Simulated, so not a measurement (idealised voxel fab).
The following is a process module called voxel wiring stack.
The cross-section on display is named cut; it measures 275 nm wide, and its cells are 5 nm squares.
In this document a cross-section is written as a grid of square cells. It is given as a series of bands, listed from the top down, and a band is one or more rows of cells. Band entry format. Leading values: height of top, height of bottom, nm. Remainder: materials in left-to-right order, each with its width in nm. Special words: "everywhere" on a single material, which then fills the band edge to edge; "empty", empty space. Below 0: as-received wafer, all one material; heights counted from there. Lowest band: no bottom, goes on down, written "0 down". Think of "30..40" as a width that walks from the first number to the second as you go down the band, top row to bottom row, taking equal-sized steps from row to row. Any step labelled "nothing changed" changed none of the cells in the cross-section. "Enclosed internal cavities" contains a list of empty spaces, each no smaller than 8 cells and without an open way to the top, written in the form width x height at distance with the distance from the left edge and all three in nm. Text after the settings on a step's line: the simulator's own remark on that step. When a step includes a mask, the "overlay nm" setting on its line states how far to the right of its planned place that mask lay, and negative values state how far to the left. The remainder of this document consists of a sequence of paired cross-sections. Each pair presents the cross-section prior to one process step together with the cross-section following it, the latter being rendered only as deep as the lowest band that underwent change. The intervening step, together with its settings, is stated beneath each pair. Because the pairs may originate from different runs of this module on the same starting wafer, a given pair is to be read as continuing from the preceding pair only where its entry headed "Prior state" so indicates.
Prior state:
    0 down: Si everywhere
    Enclosed internal cavities: none
As Processed:
    10 to 0: SiO2 everywhere
    Under 0: no change, same as before.
    Enclosed internal cavities: none
Between the two cross-sections shown above, the process step is CONFORMAL_DEP [material SiO2] [thk nm 10]
Prior state: per the after cross-section of the pair just above.
As Processed:
    15 to 10: SiN everywhere
    Under 10: no change, same as before.
    Enclosed internal cavities: none
Between the two cross-sections shown above, the process step is CONFORMAL_DEP [material SiN] [thk nm 5]
Prior state: per the after cross-section of the pair just above.
As Processed:
    30 to 15: lowk everywhere
    Under 15: no change, same as before.
    Enclosed internal cavities: none
Between the two cross-sections shown above, the process step is DIRECTIONAL_DEP [material lowk] [thk nm 15]
Prior state: per the after cross-section of the pair just above.
As Processed:
    30 to 15: lowk 30, empty 30, lowk 30, empty 30, lowk 30, empty 30, lowk 30, empty 30, lowk 35
    Under 15: no change, same as before.
    Enclosed internal cavities: none
Between the two cross-sections shown above, the process step is MASKED_ETCH [tone open] [mask id METAL_1] [width nm 30] [pitch nm 60] [etch materials lowk] [depth nm 15] [overlay nm 0]
Prior state: per the after cross-section of the pair just above.
As Processed:
    30 to 15: lowk 30, empty 30, lowk 30, empty 30, lowk 30, empty 30, lowk 30, empty 30, lowk 35
    15 to 10: SiN 30, empty 30, SiN 30, empty 30, SiN 30, empty 30, SiN 30, empty 30, SiN 35
    Under 10: no change, same as before.
    Enclosed internal cavities: none
Between the two cross-sections shown above, the process step is MASKED_ETCH [tone open] [mask id METAL_1] [width nm 30] [pitch nm 60] [etch materials SiN] [depth nm 5] [overlay nm 0]
Prior state: per the after cross-section of the pair just above.
As Processed:
    35 to 30: TiN 35, empty 20, TiN 40, empty 20, TiN 40, empty 20, TiN 40, empty 20, TiN 40
    30 to 15: lowk 30, TiN 5, empty 20, TiN 5, lowk 30, TiN 5, empty 20, TiN 5, lowk 30, TiN 5, empty 20, TiN 5, lowk 30, TiN 5, empty 20, TiN 5, lowk 35
    15 to 10: SiN 30, TiN 30, SiN 30, TiN 30, SiN 30, TiN 30, SiN 30, TiN 30, SiN 35
    Under 10: no change, same as before.
    Enclosed internal cavities: none
Between the two cross-sections shown above, the process step is CONFORMAL_DEP [material TiN] [thk nm 5]
Prior state: per the after cross-section of the pair just above.
As Processed:
    45 to 35: W everywhere
    35 to 30: TiN 35, W 20, TiN 40, W 20, TiN 40, W 20, TiN 40, W 20, TiN 40
    30 to 15: lowk 30, TiN 5, W 20, TiN 5, lowk 30, TiN 5, W 20, TiN 5, lowk 30, TiN 5, W 20, TiN 5, lowk 30, TiN 5, W 20, TiN 5, lowk 35
    Under 15: no change, same as before.
    Enclosed internal cavities: none
Between the two cross-sections shown above, the process step is FILL_DEP [material W] [thk nm 10]
Prior state: per the after cross-section of the pair just above.
As Processed:
    30 to 15: lowk 30, TiN 5, W 20, TiN 5, lowk 30, TiN 5, W 20, TiN 5, lowk 30, TiN 5, W 20, TiN 5, lowk 30, TiN 5, W 20, TiN 5, lowk 35
    Under 15: no change, same as before.
    Enclosed internal cavities: none
Between the two cross-sections shown above, the process step is CMP [height nm 30]
Prior state: per the after cross-section of the pair just above.
As Processed:
    35 to 30: SiCN everywhere
    Under 30: no change, same as before.
    Enclosed internal cavities: none
Between the two cross-sections shown above, the process step is CONFORMAL_DEP [material SiCN] [thk nm 5]
Prior state: per the after cross-section of the pair just above.
As Processed:
    45 to 35: lowk everywhere
    Under 35: no change, same as before.
    Enclosed internal cavities: none
Between the two cross-sections shown above, the process step is DIRECTIONAL_DEP [material lowk] [thk nm 10]
Prior state: per the after cross-section of the pair just above.
As Processed:
    60 to 45: aC everywhere
    Under 45: no change, same as before.
    Enclosed internal cavities: none
Between the two cross-sections shown above, the process step is DIRECTIONAL_DEP [material aC] [thk nm 15]
Prior state: per the after cross-section of the pair just above.
As Processed:
    95 to 60: resist 30, empty 15, resist 105, empty 15, resist 110
    Under 60: no change, same as before.
    Enclosed internal cavities: none
Between the two cross-sections shown above, the process step is PATTERN [tone open] [mask id PLUG_1] [material resist] [width nm 15] [pitch nm 120] [thk nm 35] [overlay nm 0]
Prior state: per the after cross-section of the pair just above.
As Processed:
    80 to 60: resist 30, empty 15, resist 105, empty 15, resist 110
    60 to 45: aC 30, empty 15, aC 105, empty 15, aC 110
    Under 45: no change, same as before.
    Enclosed internal cavities: none
Between the two cross-sections shown above, the process step is DIRECTIONAL_ETCH [etch materials aC] [depth nm 15]
Prior state: per the after cross-section of the pair just above.
As Processed:
    60 to 45: aC 30, empty 15, aC 105, empty 15, aC 110
    Under 45: no change, same as before.
    Enclosed internal cavities: none
Between the two cross-sections shown above, the process step is STRIP [etch materials resist]
Prior state: per the after cross-section of the pair just above.
As Processed:
    60 to 45: aC 30, empty 15, aC 105, empty 15, aC 110
    45 to 35: lowk 30, empty 15, lowk 105, empty 15, lowk 110
    Under 35: no change, same as before.
    Enclosed internal cavities: none
Between the two cross-sections shown above, the process step is DIRECTIONAL_ETCH [etch materials lowk] [depth nm 10]
Prior state: per the after cross-section of the pair just above.
As Processed:
    60 to 45: aC 30, empty 15, aC 105, empty 15, aC 110
    45 to 35: lowk 30, empty 15, lowk 105, empty 15, lowk 110
    35 to 30: SiCN 30, empty 15, SiCN 105, empty 15, SiCN 110
    Under 30: no change, same as before.
    Enclosed internal cavities: none
Between the two cross-sections shown above, the process step is DIRECTIONAL_ETCH [etch materials SiCN] [depth nm 5]
Prior state: per the after cross-section of the pair just above.
As Processed:
    45 to 35: lowk 30, empty 15, lowk 105, empty 15, lowk 110
    Under 35: no change, same as before.
    Enclosed internal cavities: none
Between the two cross-sections shown above, the process step is STRIP [etch materials aC]
Prior state: per the after cross-section of the pair just above.
As Processed:
    50 to 45: TiN 35, empty 5, TiN 115, empty 5, TiN 115
    45 to 35: lowk 30, TiN 5, empty 5, TiN 5, lowk 105, TiN 5, empty 5, TiN 5, lowk 110
    35 to 30: SiCN 30, TiN 15, SiCN 105, TiN 15, SiCN 110
    Under 30: no change, same as before.
    Enclosed internal cavities: none
Between the two cross-sections shown above, the process step is CONFORMAL_DEP [material TiN] [thk nm 5]
Prior state: per the after cross-section of the pair just above.
As Processed:
    55 to 50: Ru everywhere
    50 to 45: TiN 35, Ru 5, TiN 115, Ru 5, TiN 115
    45 to 35: lowk 30, TiN 5, Ru 5, TiN 5, lowk 105, TiN 5, Ru 5, TiN 5, lowk 110
    Under 35: no change, same as before.
    Enclosed internal cavities: none
Between the two cross-sections shown above, the process step is FILL_DEP [material Ru] [thk nm 5]
Prior state: per the after cross-section of the pair just above.
As Processed:
    45 to 35: lowk 30, TiN 5, Ru 5, TiN 5, lowk 105, TiN 5, Ru 5, TiN 5, lowk 110
    Under 35: no change, same as before.
    Enclosed internal cavities: none
Between the two cross-sections shown above, the process step is CMP [height nm 45]
Prior state: per the after cross-section of the pair just above.
As Processed:
    50 to 45: TiN everywhere
    Under 45: no change, same as before.
    Enclosed internal cavities: none
Between the two cross-sections shown above, the process step is DIRECTIONAL_DEP [material TiN] [thk nm 5]
Prior state: per the after cross-section of the pair just above.
As Processed:
    65 to 50: W everywhere
    Under 50: no change, same as before.
    Enclosed internal cavities: none
Between the two cross-sections shown above, the process step is DIRECTIONAL_DEP [material W] [thk nm 15]
Prior state: per the after cross-section of the pair just above.
As Processed:
    65 to 50: empty 30, W 30, empty 30, W 30, empty 30, W 30, empty 30, W 30, empty 35
    Under 50: no change, same as before.
    Enclosed internal cavities: none
Between the two cross-sections shown above, the process step is MASKED_ETCH [tone cover] [mask id METAL_2] [width nm 30] [pitch nm 60] [etch materials W] [depth nm 15] [overlay nm 0]
Prior state: per the after cross-section of the pair just above.
As Processed:
    65 to 50: empty 30, W 30, empty 30, W 30, empty 30, W 30, empty 30, W 30, empty 35
    50 to 45: empty 30, TiN 30, empty 30, TiN 30, empty 30, TiN 30, empty 30, TiN 30, empty 35
    Under 45: no change, same as before.
    Enclosed internal cavities: none
Between the two cross-sections shown above, the process step is MASKED_ETCH [tone cover] [mask id METAL_2] [width nm 30] [pitch nm 60] [etch materials TiN] [depth nm 5] [overlay nm 0]
Prior state: per the after cross-section of the pair just above.
As Processed:
    70 to 65: empty 25, SiCN 40, empty 20, SiCN 40, empty 20, SiCN 40, empty 20, SiCN 40, empty 30
    65 to 50: empty 25, SiCN 5, W 30, SiCN 5, empty 20, SiCN 5, W 30, SiCN 5, empty 20, SiCN 5, W 30, SiCN 5, empty 20, SiCN 5, W 30, SiCN 5, empty 30
    50 to 45: SiCN 30, TiN 30, SiCN 30, TiN 30, SiCN 30, TiN 30, SiCN 30, TiN 30, SiCN 35
    Under 45: no change, same as before.
    Enclosed internal cavities: none
Between the two cross-sections shown above, the process step is CONFORMAL_DEP [material SiCN] [thk nm 5]
Prior state: per the after cross-section of the pair just above.
As Processed:
    75 to 70: SiO2 everywhere
    70 to 65: SiO2 25, SiCN 40, SiO2 20, SiCN 40, SiO2 20, SiCN 40, SiO2 20, SiCN 40, SiO2 30
    65 to 50: SiO2 25, SiCN 5, W 30, SiCN 5, SiO2 20, SiCN 5, W 30, SiCN 5, SiO2 20, SiCN 5, W 30, SiCN 5, SiO2 20, SiCN 5, W 30, SiCN 5, SiO2 30
    Under 50: no change, same as before.
    Enclosed internal cavities: none
Between the two cross-sections shown above, the process step is FILL_DEP [material SiO2] [thk nm 5]
Prior state: per the after cross-section of the pair just above.
As Processed:
    65 to 50: SiO2 25, SiCN 5, W 30, SiCN 5, SiO2 20, SiCN 5, W 30, SiCN 5, SiO2 20, SiCN 5, W 30, SiCN 5, SiO2 20, SiCN 5, W 30, SiCN 5, SiO2 30
    Under 50: no change, same as before.
    Enclosed internal cavities: none
Between the two cross-sections shown above, the process step is CMP [height nm 65]
Prior state: per the after cross-section of the pair just above.
As Processed:
    70 to 65: SiCN everywhere
    Under 65: no change, same as before.
    Enclosed internal cavities: none
Between the two cross-sections shown above, the process step is CONFORMAL_DEP [material SiCN] [thk nm 5]
Prior state: per the after cross-section of the pair just above.
As Processed:
    95 to 70: SiO2 everywhere
    Under 70: no change, same as before.
    Enclosed internal cavities: none
Between the two cross-sections shown above, the process step is DIRECTIONAL_DEP [material SiO2] [thk nm 25]
Prior state: per the after cross-section of the pair just above.
As Processed:
    110 to 95: aC everywhere
    Under 95: no change, same as before.
    Enclosed internal cavities: none
Between the two cross-sections shown above, the process step is DIRECTIONAL_DEP [material aC] [thk nm 15]
Prior state: per the after cross-section of the pair just above.
As Processed:
    145 to 110: resist 30, empty 15, resist 45, empty 15, resist 45, empty 15, resist 45, empty 15, resist 50
    Under 110: no change, same as before.
    Enclosed internal cavities: none
Between the two cross-sections shown above, the process step is PATTERN [tone open] [mask id METAL_3_HOLES] [material resist] [width nm 15] [pitch nm 60] [thk nm 35] [overlay nm 0]
Prior state: per the after cross-section of the pair just above.
As Processed:
    130 to 110: resist 30, empty 15, resist 45, empty 15, resist 45, empty 15, resist 45, empty 15, resist 50
    110 to 95: aC 30, empty 15, aC 45, empty 15, aC 45, empty 15, aC 45, empty 15, aC 50
    Under 95: no change, same as before.
    Enclosed internal cavities: none
Between the two cross-sections shown above, the process step is DIRECTIONAL_ETCH [etch materials aC] [depth nm 15]
Prior state: per the after cross-section of the pair just above.
As Processed:
    110 to 95: aC 30, empty 15, aC 45, empty 15, aC 45, empty 15, aC 45, empty 15, aC 50
    Under 95: no change, same as before.
    Enclosed internal cavities: none
Between the two cross-sections shown above, the process step is STRIP [etch materials resist]
Prior state: per the after cross-section of the pair just above.
As Processed:
    110 to 95: aC 30, empty 15, aC 45, empty 15, aC 45, empty 15, aC 45, empty 15, aC 50
    95 to 70: SiO2 30, empty 15, SiO2 45, empty 15, SiO2 45, empty 15, SiO2 45, empty 15, SiO2 50
    Under 70: no change, same as before.
    Enclosed internal cavities: none
Between the two cross-sections shown above, the process step is DIRECTIONAL_ETCH [etch materials SiO2] [depth nm 25]
Prior state: per the after cross-section of the pair just above.
As Processed:
    95 to 70: SiO2 30, empty 15, SiO2 45, empty 15, SiO2 45, empty 15, SiO2 45, empty 15, SiO2 50
    Under 70: no change, same as before.
    Enclosed internal cavities: none
Between the two cross-sections shown above, the process step is STRIP [etch materials aC]
Prior state: per the after cross-section of the pair just above.
As Processed:
    105 to 95: aC 30, empty 15, aC 45, empty 15, aC 45, empty 15, aC 45, empty 15, aC 50
    95 to 80: SiO2 30, empty 15, SiO2 45, empty 15, SiO2 45, empty 15, SiO2 45, empty 15, SiO2 50
    80 to 70: SiO2 30, aC 15, SiO2 45, aC 15, SiO2 45, aC 15, SiO2 45, aC 15, SiO2 50
    Under 70: no change, same as before.
    Enclosed internal cavities: none
Between the two cross-sections shown above, the process step is DIRECTIONAL_DEP [material aC] [thk nm 10]
Prior state: per the after cross-section of the pair just above.
As Processed:
    135 to 105: resist 30, empty 30, resist 30, empty 30, resist 30, empty 30, resist 30, empty 30, resist 35
    Under 105: no change, same as before.
    Enclosed internal cavities: none
Between the two cross-sections shown above, the process step is PATTERN [tone open] [mask id METAL_3] [material resist] [width nm 30] [pitch nm 60] [thk nm 30] [overlay nm 0]
Prior state: per the after cross-section of the pair just above.
As Processed:
    125 to 105: resist 30, empty 30, resist 30, empty 30, resist 30, empty 30, resist 30, empty 30, resist 35
    105 to 95: aC 30, empty 30, aC 30, empty 30, aC 30, empty 30, aC 30, empty 30, aC 35
    95 to 70: SiO2 30, empty 15, SiO2 45, empty 15, SiO2 45, empty 15, SiO2 45, empty 15, SiO2 50
    Under 70: no change, same as before.
    Enclosed internal cavities: none
Between the two cross-sections shown above, the process step is DIRECTIONAL_ETCH [etch materials aC] [depth nm 10]
Prior state: per the after cross-section of the pair just above.
As Processed:
    105 to 95: aC 30, empty 30, aC 30, empty 30, aC 30, empty 30, aC 30, empty 30, aC 35
    Under 95: no change, same as before.
    Enclosed internal cavities: none
Between the two cross-sections shown above, the process step is STRIP [etch materials resist]
Prior state: per the after cross-section of the pair just above.
As Processed:
    105 to 95: aC 30, empty 30, aC 30, empty 30, aC 30, empty 30, aC 30, empty 30, aC 35
    95 to 80: SiO2 30, empty 30, SiO2 30, empty 30, SiO2 30, empty 30, SiO2 30, empty 30, SiO2 35
    Under 80: no change, same as before.
    Enclosed internal cavities: none
Between the two cross-sections shown above, the process step is DIRECTIONAL_ETCH [etch materials SiO2] [depth nm 15]
Prior state: per the after cross-section of the pair just above.
As Processed:
    105 to 95: aC 30, empty 30, aC 30, empty 30, aC 30, empty 30, aC 30, empty 30, aC 35
    95 to 80: SiO2 30, empty 30, SiO2 30, empty 30, SiO2 30, empty 30, SiO2 30, empty 30, SiO2 35
    80 to 70: SiO2 30, empty 15, SiO2 45, empty 15, SiO2 45, empty 15, SiO2 45, empty 15, SiO2 50
    70 to 65: SiCN 30, empty 15, SiCN 45, empty 15, SiCN 45, empty 15, SiCN 45, empty 15, SiCN 50
    Under 65: no change, same as before.
    Enclosed internal cavities: none
Between the two cross-sections shown above, the process step is DIRECTIONAL_ETCH [etch materials SiCN] [depth nm 5]
Prior state: per the after cross-section of the pair just above.
As Processed:
    95 to 80: SiO2 30, empty 30, SiO2 30, empty 30, SiO2 30, empty 30, SiO2 30, empty 30, SiO2 35
    Under 80: no change, same as before.
    Enclosed internal cavities: none
Between the two cross-sections shown above, the process step is STRIP [etch materials aC]
Prior state: per the after cross-section of the pair just above.
As Processed:
    100 to 95: TiN 35, empty 20, TiN 40, empty 20, TiN 40, empty 20, TiN 40, empty 20, TiN 40
    95 to 85: SiO2 30, TiN 5, empty 20, TiN 5, SiO2 30, TiN 5, empty 20, TiN 5, SiO2 30, TiN 5, empty 20, TiN 5, SiO2 30, TiN 5, empty 20, TiN 5, SiO2 35
    85 to 80: SiO2 30, TiN 5, empty 5, TiN 20, SiO2 30, TiN 5, empty 5, TiN 20, SiO2 30, TiN 5, empty 5, TiN 20, SiO2 30, TiN 5, empty 5, TiN 20, SiO2 35
    80 to 70: SiO2 30, TiN 5, empty 5, TiN 5, SiO2 45, TiN 5, empty 5, TiN 5, SiO2 45, TiN 5, empty 5, TiN 5, SiO2 45, TiN 5, empty 5, TiN 5, SiO2 50
    70 to 65: SiCN 30, TiN 15, SiCN 45, TiN 15, SiCN 45, TiN 15, SiCN 45, TiN 15, SiCN 50
    Under 65: no change, same as before.
    Enclosed internal cavities: none
Between the two cross-sections shown above, the process step is CONFORMAL_DEP [material TiN] [thk nm 5]
Prior state: per the after cross-section of the pair just above.
As Processed:
    105 to 100: Cu everywhere
    100 to 95: TiN 35, Cu 20, TiN 40, Cu 20, TiN 40, Cu 20, TiN 40, Cu 20, TiN 40
    95 to 85: SiO2 30, TiN 5, Cu 20, TiN 5, SiO2 30, TiN 5, Cu 20, TiN 5, SiO2 30, TiN 5, Cu 20, TiN 5, SiO2 30, TiN 5, Cu 20, TiN 5, SiO2 35
    85 to 80: SiO2 30, TiN 5, Cu 5, TiN 20, SiO2 30, TiN 5, Cu 5, TiN 20, SiO2 30, TiN 5, Cu 5, TiN 20, SiO2 30, TiN 5, Cu 5, TiN 20, SiO2 35
    80 to 70: SiO2 30, TiN 5, Cu 5, TiN 5, SiO2 45, TiN 5, Cu 5, TiN 5, SiO2 45, TiN 5, Cu 5, TiN 5, SiO2 45, TiN 5, Cu 5, TiN 5, SiO2 50
    Under 70: no change, same as before.
    Enclosed internal cavities: none
Between the two cross-sections shown above, the process step is FILL_DEP [material Cu] [thk nm 5]
Prior state: per the after cross-section of the pair just above.
As Processed:
    95 to 85: SiO2 30, TiN 5, Cu 20, TiN 5, SiO2 30, TiN 5, Cu 20, TiN 5, SiO2 30, TiN 5, Cu 20, TiN 5, SiO2 30, TiN 5, Cu 20, TiN 5, SiO2 35
    Under 85: no change, same as before.
    Enclosed internal cavities: none
Between the two cross-sections shown above, the process step is CMP [height nm 95]
Prior state: per the after cross-section of the pair just above.
As Processed:
    100 to 95: SiCN everywhere
    Under 95: no change, same as before.
    Enclosed internal cavities: none
Between the two cross-sections shown above, the process step is CONFORMAL_DEP [material SiCN] [thk nm 5]
Prior state:
    0 down: Si everywhere
    Enclosed internal cavities: none
As Processed:
    5 to 0: SiN everywhere
    Under 0: no change, same as before.
    Enclosed internal cavities: none
Between the two cross-sections shown above, the process step is CONFORMAL_DEP [material SiN] [thk nm 5]
Prior state: per the after cross-section of the pair just above.
As Processed:
    20 to 5: lowk everywhere
    Under 5: no change, same as before.
    Enclosed internal cavities: none
Between the two cross-sections shown above, the process step is DIRECTIONAL_DEP [material lowk] [thk nm 15]
Prior state: per the after cross-section of the pair just above.
As Processed:
    20 to 5: lowk 30, empty 30, lowk 30, empty 30, lowk 30, empty 30, lowk 30, empty 30, lowk 35
    Under 5: no change, same as before.
    Enclosed internal cavities: none
Between the two cross-sections shown above, the process step is MASKED_ETCH [tone open] [mask id METAL_1] [width nm 30] [pitch nm 60] [etch materials lowk] [depth nm 15] [overlay nm 0]
Prior state: per the after cross-section of the pair just above.
As Processed:
    20 to 5: lowk 30, empty 30, lowk 30, empty 30, lowk 30, empty 30, lowk 30, empty 30, lowk 35
    5 to 0: SiN 30, empty 30, SiN 30, empty 30, SiN 30, empty 30, SiN 30, empty 30, SiN 35
    Under 0: no change, same as before.
    Enclosed internal cavities: none
Between the two cross-sections shown above, the process step is MASKED_ETCH [tone open] [mask id METAL_1] [width nm 30] [pitch nm 60] [etch materials SiN] [depth nm 5] [overlay nm 0]
Prior state: per the after cross-section of the pair just above.
As Processed:
    25 to 20: TiN 35, empty 20, TiN 40, empty 20, TiN 40, empty 20, TiN 40, empty 20, TiN 40
    20 to 5: lowk 30, TiN 5, empty 20, TiN 5, lowk 30, TiN 5, empty 20, TiN 5, lowk 30, TiN 5, empty 20, TiN 5, lowk 30, TiN 5, empty 20, TiN 5, lowk 35
    5 to 0: SiN 30, TiN 30, SiN 30, TiN 30, SiN 30, TiN 30, SiN 30, TiN 30, SiN 35
    Under 0: no change, same as before.
    Enclosed internal cavities: none
Between the two cross-sections shown above, the process step is CONFORMAL_DEP [material TiN] [thk nm 5]
Prior state: per the after cross-section of the pair just above.
As Processed:
    35 to 25: W everywhere
    25 to 20: TiN 35, W 20, TiN 40, W 20, TiN 40, W 20, TiN 40, W 20, TiN 40
    20 to 5: lowk 30, TiN 5, W 20, TiN 5, lowk 30, TiN 5, W 20, TiN 5, lowk 30, TiN 5, W 20, TiN 5, lowk 30, TiN 5, W 20, TiN 5, lowk 35
    Under 5: no change, same as before.
    Enclosed internal cavities: none
Between the two cross-sections shown above, the process step is FILL_DEP [material W] [thk nm 10]
Prior state: per the after cross-section of the pair just above.
As Processed:
    30 to 25: W everywhere
    Under 25: no change, same as before.
    Enclosed internal cavities: none
Between the two cross-sections shown above, the process step is CMP [height nm 30]
Prior state: per the after cross-section of the pair just above.
As Processed:
    35 to 30: SiCN everywhere
    Under 30: no change, same as before.
    Enclosed internal cavities: none
Between the two cross-sections shown above, the process step is CONFORMAL_DEP [material SiCN] [thk nm 5]
Prior state: per the after cross-section of the pair just above.
As Processed:
    45 to 35: lowk everywhere
    Under 35: no change, same as before.
    Enclosed internal cavities: none
Between the two cross-sections shown above, the process step is DIRECTIONAL_DEP [material lowk] [thk nm 10]
Prior state: per the after cross-section of the pair just above.
As Processed:
    60 to 45: aC everywhere
    Under 45: no change, same as before.
    Enclosed internal cavities: none
Between the two cross-sections shown above, the process step is DIRECTIONAL_DEP [material aC] [thk nm 15]
Prior state: per the after cross-section of the pair just above.
As Processed:
    95 to 60: resist 30, empty 15, resist 105, empty 15, resist 110
    Under 60: no change, same as before.
    Enclosed internal cavities: none
Between the two cross-sections shown above, the process step is PATTERN [tone open] [mask id PLUG_1] [material resist] [width nm 15] [pitch nm 120] [thk nm 35] [overlay nm 0]
Prior state: per the after cross-section of the pair just above.
As Processed:
    80 to 60: resist 30, empty 15, resist 105, empty 15, resist 110
    60 to 45: aC 30, empty 15, aC 105, empty 15, aC 110
    Under 45: no change, same as before.
    Enclosed internal cavities: none
Between the two cross-sections shown above, the process step is DIRECTIONAL_ETCH [etch materials aC] [depth nm 15]
Prior state: per the after cross-section of the pair just above.
As Processed:
    60 to 45: aC 30, empty 15, aC 105, empty 15, aC 110
    Under 45: no change, same as before.
    Enclosed internal cavities: none
Between the two cross-sections shown above, the process step is STRIP [etch materials resist]
Prior state: per the after cross-section of the pair just above.
As Processed:
    60 to 45: aC 30, empty 15, aC 105, empty 15, aC 110
    45 to 35: lowk 30, empty 15, lowk 105, empty 15, lowk 110
    Under 35: no change, same as before.
    Enclosed internal cavities: none
Between the two cross-sections shown above, the process step is DIRECTIONAL_ETCH [etch materials lowk] [depth nm 10]
Prior state: per the after cross-section of the pair just above.
As Processed:
    60 to 45: aC 30, empty 15, aC 105, empty 15, aC 110
    45 to 35: lowk 30, empty 15, lowk 105, empty 15, lowk 110
    35 to 30: SiCN 30, empty 15, SiCN 105, empty 15, SiCN 110
    Under 30: no change, same as before.
    Enclosed internal cavities: none
Between the two cross-sections shown above, the process step is DIRECTIONAL_ETCH [etch materials SiCN] [depth nm 5]
Prior state: per the after cross-section of the pair just above.
As Processed:
    45 to 35: lowk 30, empty 15, lowk 105, empty 15, lowk 110
    Under 35: no change, same as before.
    Enclosed internal cavities: none
Between the two cross-sections shown above, the process step is STRIP [etch materials aC]
Prior state: per the after cross-section of the pair just above.
As Processed:
    50 to 45: TiN 35, empty 5, TiN 115, empty 5, TiN 115
    45 to 35: lowk 30, TiN 5, empty 5, TiN 5, lowk 105, TiN 5, empty 5, TiN 5, lowk 110
    35 to 30: SiCN 30, TiN 15, SiCN 105, TiN 15, SiCN 110
    Under 30: no change, same as before.
    Enclosed internal cavities: none
Between the two cross-sections shown above, the process step is CONFORMAL_DEP [material TiN] [thk nm 5]
Prior state: per the after cross-section of the pair just above.
As Processed:
    55 to 50: Ru everywhere
    50 to 45: TiN 35, Ru 5, TiN 115, Ru 5, TiN 115
    45 to 35: lowk 30, TiN 5, Ru 5, TiN 5, lowk 105, TiN 5, Ru 5, TiN 5, lowk 110
    Under 35: no change, same as before.
    Enclosed internal cavities: none
Between the two cross-sections shown above, the process step is FILL_DEP [material Ru] [thk nm 5]
Prior state: per the after cross-section of the pair just above.
As Processed:
    45 to 35: lowk 30, TiN 5, Ru 5, TiN 5, lowk 105, TiN 5, Ru 5, TiN 5, lowk 110
    Under 35: no change, same as before.
    Enclosed internal cavities: none
Between the two cross-sections shown above, the process step is CMP [height nm 45]
Prior state: per the after cross-section of the pair just above.
As Processed:
    50 to 45: TiN everywhere
    Under 45: no change, same as before.
    Enclosed internal cavities: none
Between the two cross-sections shown above, the process step is DIRECTIONAL_DEP [material TiN] [thk nm 5]
Prior state: per the after cross-section of the pair just above.
As Processed:
    65 to 50: W everywhere
    Under 50: no change, same as before.
    Enclosed internal cavities: none
Between the two cross-sections shown above, the process step is DIRECTIONAL_DEP [material W] [thk nm 15]
Prior state: per the after cross-section of the pair just above.
As Processed:
    65 to 50: empty 30, W 30, empty 30, W 30, empty 30, W 30, empty 30, W 30, empty 35
    Under 50: no change, same as before.
    Enclosed internal cavities: none
Between the two cross-sections shown above, the process step is MASKED_ETCH [tone cover] [mask id METAL_2] [width nm 30] [pitch nm 60] [etch materials W] [depth nm 15] [overlay nm 0]
Prior state: per the after cross-section of the pair just above.
As Processed:
    65 to 50: empty 30, W 30, empty 30, W 30, empty 30, W 30, empty 30, W 30, empty 35
    50 to 45: empty 30, TiN 30, empty 30, TiN 30, empty 30, TiN 30, empty 30, TiN 30, empty 35
    Under 45: no change, same as before.
    Enclosed internal cavities: none
Between the two cross-sections shown above, the process step is MASKED_ETCH [tone cover] [mask id METAL_2] [width nm 30] [pitch nm 60] [etch materials TiN] [depth nm 5] [overlay nm 0]
Prior state: per the after cross-section of the pair just above.
As Processed:
    70 to 65: empty 25, SiCN 40, empty 20, SiCN 40, empty 20, SiCN 40, empty 20, SiCN 40, empty 30
    65 to 50: empty 25, SiCN 5, W 30, SiCN 5, empty 20, SiCN 5, W 30, SiCN 5, empty 20, SiCN 5, W 30, SiCN 5, empty 20, SiCN 5, W 30, SiCN 5, empty 30
    50 to 45: SiCN 30, TiN 30, SiCN 30, TiN 30, SiCN 30, TiN 30, SiCN 30, TiN 30, SiCN 35
    Under 45: no change, same as before.
    Enclosed internal cavities: none
Between the two cross-sections shown above, the process step is CONFORMAL_DEP [material SiCN] [thk nm 5]
Prior state: per the after cross-section of the pair just above.
As Processed:
    75 to 70: SiO2 everywhere
    70 to 65: SiO2 25, SiCN 40, SiO2 20, SiCN 40, SiO2 20, SiCN 40, SiO2 20, SiCN 40, SiO2 30
    65 to 50: SiO2 25, SiCN 5, W 30, SiCN 5, SiO2 20, SiCN 5, W 30, SiCN 5, SiO2 20, SiCN 5, W 30, SiCN 5, SiO2 20, SiCN 5, W 30, SiCN 5, SiO2 30
    Under 50: no change, same as before.
    Enclosed internal cavities: none
Between the two cross-sections shown above, the process step is FILL_DEP [material SiO2] [thk nm 5]
Prior state: per the after cross-section of the pair just above.
As Processed:
    65 to 50: SiO2 25, SiCN 5, W 30, SiCN 5, SiO2 20, SiCN 5, W 30, SiCN 5, SiO2 20, SiCN 5, W 30, SiCN 5, SiO2 20, SiCN 5, W 30, SiCN 5, SiO2 30
    Under 50: no change, same as before.
    Enclosed internal cavities: none
Between the two cross-sections shown above, the process step is CMP [height nm 65]
Prior state: per the after cross-section of the pair just above.
As Processed:
    70 to 65: SiCN everywhere
    Under 65: no change, same as before.
    Enclosed internal cavities: none
Between the two cross-sections shown above, the process step is CONFORMAL_DEP [material SiCN] [thk nm 5]
Prior state: per the after cross-section of the pair just above.
As Processed:
    95 to 70: SiO2 everywhere
    Under 70: no change, same as before.
    Enclosed internal cavities: none
Between the two cross-sections shown above, the process step is DIRECTIONAL_DEP [material SiO2] [thk nm 25]
Prior state: per the after cross-section of the pair just above.
As Processed:
    110 to 95: aC everywhere
    Under 95: no change, same as before.
    Enclosed internal cavities: none
Between the two cross-sections shown above, the process step is DIRECTIONAL_DEP [material aC] [thk nm 15]
Prior state: per the after cross-section of the pair just above.
As Processed:
    145 to 110: resist 30, empty 15, resist 45, empty 15, resist 45, empty 15, resist 45, empty 15, resist 50
    Under 110: no change, same as before.
    Enclosed internal cavities: none
Between the two cross-sections shown above, the process step is PATTERN [tone open] [mask id METAL_3_HOLES] [material resist] [width nm 15] [pitch nm 60] [thk nm 35] [overlay nm 0]
Prior state: per the after cross-section of the pair just above.
As Processed:
    130 to 110: resist 30, empty 15, resist 45, empty 15, resist 45, empty 15, resist 45, empty 15, resist 50
    110 to 95: aC 30, empty 15, aC 45, empty 15, aC 45, empty 15, aC 45, empty 15, aC 50
    Under 95: no change, same as before.
    Enclosed internal cavities: none
Between the two cross-sections shown above, the process step is DIRECTIONAL_ETCH [etch materials aC] [depth nm 15]
Prior state: per the after cross-section of the pair just above.
As Processed:
    110 to 95: aC 30, empty 15, aC 45, empty 15, aC 45, empty 15, aC 45, empty 15, aC 50
    Under 95: no change, same as before.
    Enclosed internal cavities: none
Between the two cross-sections shown above, the process step is STRIP [etch materials resist]
